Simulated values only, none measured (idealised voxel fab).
Process module name: voxel ribs on slabs
For reference, the cross-section in this document is cut, with width 285 nm and square cells of 5 nm.
The cross-sections in this document take the form of a grid made of square cells. They are written out as bands, in order from top to bottom. Each band consists of one or more rows of cells. Quick guide to a band line: top height, bottom height (nm) up front; then every material left to right with its width in nm. Only one material and it's marked "all across"? Then it fills the band edge to edge. And "blank" just means empty space. Below 0: as-received wafer, all one material; heights counted from there. Lowest band: no bottom, goes on down, written "top 0, no bottom". Top row gets the first number, bottom row gets the second, and each row in between changes by the same step: that is how a band width like "30..40" works. The cross-section has no changed cell in any step marked "remained unchanged". Entry "Cavities, sealed". Content: empty spaces with no open connection to the top, size 8 cells or greater. Each: width x height at distance. Distance: from left edge. Unit: nm. The remark found on a step's line after its settings is issued by the simulator itself and pertains to that step. overlay nm, on a step with a mask: how far to the right of its planned place the mask lay; to the left if negative.
## Listed below are the process steps as planned
1) RECEIVE,material Si
2) DIRECTIONAL_DEP,material SiO2,thk nm 30
3) DIRECTIONAL_DEP,material SiN,thk nm 15
4) DIRECTIONAL_DEP,material aC,thk nm 10
5) PATTERN,tone cover,mask id RIB,material resist,width nm 15,thk nm 25,overlay nm 0
6) DIRECTIONAL_ETCH,etch materials aC,depth nm 10
7) STRIP,etch materials resist
8) DIRECTIONAL_ETCH,etch materials SiN,depth nm 10
9) STRIP,etch materials aC
10) PATTERN,tone cover,mask id SLAB,material resist,width nm 45,thk nm 15,overlay nm 0
11) DIRECTIONAL_ETCH,etch materials SiN,depth nm 5
12) STRIP,etch materials resist
13) FILL_DEP,material SiO2,thk nm 25
14) CMP,height nm 65
15) DIRECTIONAL_DEP,material W,thk nm 5
16) MASKED_ETCH,tone cover,mask id HEATER,width nm 25,etch materials W,depth nm 5,overlay nm 0
17) CONFORMAL_DEP,material SiO2,thk nm 5
## as received, after step 1
- top 0, no bottom = Si all across
- Cavities, sealed: none
## Run as planned - first of the two wafers cross-sectioned at the end of the module
- top 75, bottom 70 = 125 nm blank, then 35 nm SiO2, then 125 nm blank
- top 70, bottom 65 = 130 nm SiO2, then 25 nm W, then 130 nm SiO2
- top 65, bottom 45 = SiO2 all across
- top 45, bottom 35 = 135 nm SiO2, then 15 nm SiN, then 135 nm SiO2
- top 35, bottom 30 = 120 nm SiO2, then 45 nm SiN, then 120 nm SiO2
- top 30, bottom 0 = SiO2 all across
- top 0, no bottom = Si all across
- Cavities, sealed: none
## Second wafer of the two, sectioned at the end of the module. It began like the first and followed the same plan, but one mistake was made while running it
- top 75, bottom 70 = 125 nm blank, then 35 nm SiO2, then 125 nm blank
- top 70, bottom 65 = 130 nm SiO2, then 25 nm W, then 130 nm SiO2
- top 65, bottom 45 = SiO2 all across
- top 45, bottom 40 = 120 nm SiO2, then 45 nm SiN, then 120 nm SiO2
- top 40, bottom 30 = aC all across
- top 30, bottom 0 = SiO2 all across
- top 0, no bottom = Si all across
- Cavities, sealed: none
What was done differently from what was planned? steps 3 and 4 traded places in the executed sequence
Wrapping up, a cell-based count of both wafers puts the second over or under the first for these materials: SiN -6; SiO2 -108; aC +114
